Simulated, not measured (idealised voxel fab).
The following is a process module called voxel fin reveal.
Cross-section cut: width 200 nm, square cells of 5 nm.
Think of the cross-section as a grid of square cells. We describe it in bands, top to bottom, and each band covers one or more rows of those cells.
This entry defines a band. It first specifies the height of the band's top and the height of its bottom in nm, and then specifies the band's materials from left to right, stating each material with its width in nm. The word "edge to edge" identifies a single material that fills the band from edge to edge, while the word "empty" identifies empty space.
Ref level 0: as-received wafer is one material below here. Bottom band extends down with no lower bound ("z 0 and below").
You'd read "30 to 40" like this: the band's top row of cells is as wide as the first number, its bottom row is as wide as the second, and going down, every row changes width by the same amount as the row before did.
You'll sometimes find "identical to before" written for a step, and that's the way of saying that nowhere in the cross-section did a cell change during that step.
In "Entrapped void list" the enclosed voids are listed, meaning empty spaces of 8 cells or larger without any opening to the top. The form is width x height at distance, distance from the left edge, units nm.
after a step's settings: what the simulator itself notes on the step
What "overlay nm" on a step's line means: if the step has a mask, that mask lay this far to the right of its planned place, or, when the value is negative, to the left.

This section lists the process steps that were planned
1,RECEIVE | material Si
2,CONFORMAL_DEP | material SiN | thk nm 5
3,DIRECTIONAL_DEP | material aC | thk nm 10
4,PATTERN | tone cover | mask id FINS | material resist | width nm 15 | pitch nm 35 | thk nm 30 | overlay nm 0
5,DIRECTIONAL_ETCH | etch materials aC | depth nm 10
6,STRIP | etch materials resist
7,DIRECTIONAL_ETCH | etch materials SiN | depth nm 5
8,DIRECTIONAL_ETCH | etch materials Si | depth nm 35
9,STRIP | etch materials aC
10,OXIDIZE | depth nm 5
11,FILL_DEP | material SiO2 | thk nm 5
12,CMP | height nm 5
13,SELECTIVE_ETCH | etch materials SiO2 | depth nm 20
14,STRIP | etch materials SiN

First wafer, as planned

As received (post step 1): cross-section
  z 0 and below | Si edge to edge
  Entrapped void list: none

Step 2 done - wafer cross-section
  z 5 to 0 | SiN edge to edge
  At heights below 0, the structure remains unaltered.

Step 3 done - wafer cross-section
  z 15 to 5 | aC edge to edge
  At heights below 5, the structure remains unaltered.

Step 4 done - wafer cross-section
  z 45 to 15 | empty 40 / resist 15 / empty 20 / resist 15 / empty 20 / resist 15 / empty 20 / resist 15 / empty 40
  At heights below 15, the structure remains unaltered.

Step 5 done - wafer cross-section
  z 35 to 15 | empty 40 / resist 15 / empty 20 / resist 15 / empty 20 / resist 15 / empty 20 / resist 15 / empty 40
  z 15 to 5 | empty 40 / aC 15 / empty 20 / aC 15 / empty 20 / aC 15 / empty 20 / aC 15 / empty 40
  At heights below 5, the structure remains unaltered.

Step 6 done - wafer cross-section
  z 15 to 5 | empty 40 / aC 15 / empty 20 / aC 15 / empty 20 / aC 15 / empty 20 / aC 15 / empty 40
  At heights below 5, the structure remains unaltered.

Step 7 done - wafer cross-section
  z 15 to 5 | empty 40 / aC 15 / empty 20 / aC 15 / empty 20 / aC 15 / empty 20 / aC 15 / empty 40
  z 5 to 0 | empty 40 / SiN 15 / empty 20 / SiN 15 / empty 20 / SiN 15 / empty 20 / SiN 15 / empty 40
  At heights below 0, the structure remains unaltered.

Step 8 done - wafer cross-section
  z 15 to 5 | empty 40 / aC 15 / empty 20 / aC 15 / empty 20 / aC 15 / empty 20 / aC 15 / empty 40
  z 5 to 0 | empty 40 / SiN 15 / empty 20 / SiN 15 / empty 20 / SiN 15 / empty 20 / SiN 15 / empty 40
  z 0 to -35 | empty 40 / Si 15 / empty 20 / Si 15 / empty 20 / Si 15 / empty 20 / Si 15 / empty 40
  At heights below -35, the structure remains unaltered.

Step 9 done - wafer cross-section
  z 5 to 0 | empty 40 / SiN 15 / empty 20 / SiN 15 / empty 20 / SiN 15 / empty 20 / SiN 15 / empty 40
  At heights below 0, the structure remains unaltered.

Step 10 done - wafer cross-section
  z 5 to 0 | empty 40 / SiN 15 / empty 20 / SiN 15 / empty 20 / SiN 15 / empty 20 / SiN 15 / empty 40
  z 0 to -35 | empty 40 / SiO2 5 / Si 5 / SiO2 5 / empty 20 / SiO2 5 / Si 5 / SiO2 5 / empty 20 / SiO2 5 / Si 5 / SiO2 5 / empty 20 / SiO2 5 / Si 5 / SiO2 5 / empty 40
  z -35 to -40 | SiO2 45 / Si 5 / SiO2 30 / Si 5 / SiO2 30 / Si 5 / SiO2 30 / Si 5 / SiO2 45
  At heights below -40, the structure remains unaltered.

Step 11 done - wafer cross-section
  z 10 to 5 | SiO2 edge to edge
  z 5 to 0 | SiO2 40 / SiN 15 / SiO2 20 / SiN 15 / SiO2 20 / SiN 15 / SiO2 20 / SiN 15 / SiO2 40
  z 0 to -40 | SiO2 45 / Si 5 / SiO2 30 / Si 5 / SiO2 30 / Si 5 / SiO2 30 / Si 5 / SiO2 45
  At heights below -40, the structure remains unaltered.

Step 12 done - wafer cross-section
  z 5 to 0 | SiO2 40 / SiN 15 / SiO2 20 / SiN 15 / SiO2 20 / SiN 15 / SiO2 20 / SiN 15 / SiO2 40
  At heights below 0, the structure remains unaltered.

Step 13 done - wafer cross-section
  z 5 to 0 | empty 40 / SiN 15 / empty 20 / SiN 15 / empty 20 / SiN 15 / empty 20 / SiN 15 / empty 40
  z 0 to -15 | empty 45 / Si 5 / empty 30 / Si 5 / empty 30 / Si 5 / empty 30 / Si 5 / empty 45
  At heights below -15, the structure remains unaltered.

Step 14 done - wafer cross-section
  z 0 to -15 | empty 45 / Si 5 / empty 30 / Si 5 / empty 30 / Si 5 / empty 30 / Si 5 / empty 45
  At heights below -15, the structure remains unaltered.

Second of two: same start, same plan, one run error; steps up to and including 7 match the first

Second wafer: cross-section at the scheduled end of step 8
  z 15 to 5 | empty 40 / aC 15 / empty 20 / aC 15 / empty 20 / aC 15 / empty 20 / aC 15 / empty 40
  z 5 to 0 | empty 40 / SiN 15 / empty 20 / SiN 15 / empty 20 / SiN 15 / empty 20 / SiN 15 / empty 40
  z 0 to -45 | empty 40 / Si 15 / empty 20 / Si 15 / empty 20 / Si 15 / empty 20 / Si 15 / empty 40
  At heights below -45, the structure remains unaltered.

Second wafer: cross-section at the scheduled end of step 9
  z 5 to 0 | empty 40 / SiN 15 / empty 20 / SiN 15 / empty 20 / SiN 15 / empty 20 / SiN 15 / empty 40
  At heights below 0, the structure remains unaltered.

Second wafer: cross-section at the scheduled end of step 10
  z 5 to 0 | empty 40 / SiN 15 / empty 20 / SiN 15 / empty 20 / SiN 15 / empty 20 / SiN 15 / empty 40
  z 0 to -45 | empty 40 / SiO2 5 / Si 5 / SiO2 5 / empty 20 / SiO2 5 / Si 5 / SiO2 5 / empty 20 / SiO2 5 / Si 5 / SiO2 5 / empty 20 / SiO2 5 / Si 5 / SiO2 5 / empty 40
  z -45 to -50 | SiO2 45 / Si 5 / SiO2 30 / Si 5 / SiO2 30 / Si 5 / SiO2 30 / Si 5 / SiO2 45
  At heights below -50, the structure remains unaltered.

Second wafer: cross-section at the scheduled end of step 11
  z 10 to 5 | SiO2 edge to edge
  z 5 to 0 | SiO2 40 / SiN 15 / SiO2 20 / SiN 15 / SiO2 20 / SiN 15 / SiO2 20 / SiN 15 / SiO2 40
  z 0 to -50 | SiO2 45 / Si 5 / SiO2 30 / Si 5 / SiO2 30 / Si 5 / SiO2 30 / Si 5 / SiO2 45
  At heights below -50, the structure remains unaltered.

Second wafer: cross-section at the scheduled end of step 12
  z 5 to 0 | SiO2 40 / SiN 15 / SiO2 20 / SiN 15 / SiO2 20 / SiN 15 / SiO2 20 / SiN 15 / SiO2 40
  At heights below 0, the structure remains unaltered.

Second wafer: cross-section at the scheduled end of step 13
  z 5 to 0 | empty 40 / SiN 15 / empty 20 / SiN 15 / empty 20 / SiN 15 / empty 20 / SiN 15 / empty 40
  z 0 to -15 | empty 45 / Si 5 / empty 30 / Si 5 / empty 30 / Si 5 / empty 30 / Si 5 / empty 45
  At heights below -15, the structure remains unaltered.

Second wafer: cross-section at the scheduled end of step 14
  z 0 to -15 | empty 45 / Si 5 / empty 30 / Si 5 / empty 30 / Si 5 / empty 30 / Si 5 / empty 45
  At heights below -15, the structure remains unaltered.
It is concluded that the wafer was processed incorrectly with respect to the plan, in that step 8: run off-plan, actual operation and settings DIRECTIONAL_ETCH | etch materials Si | depth nm 45
Final cells, second wafer relative to first, materials higher or lower: Si -72 | SiO2 +72
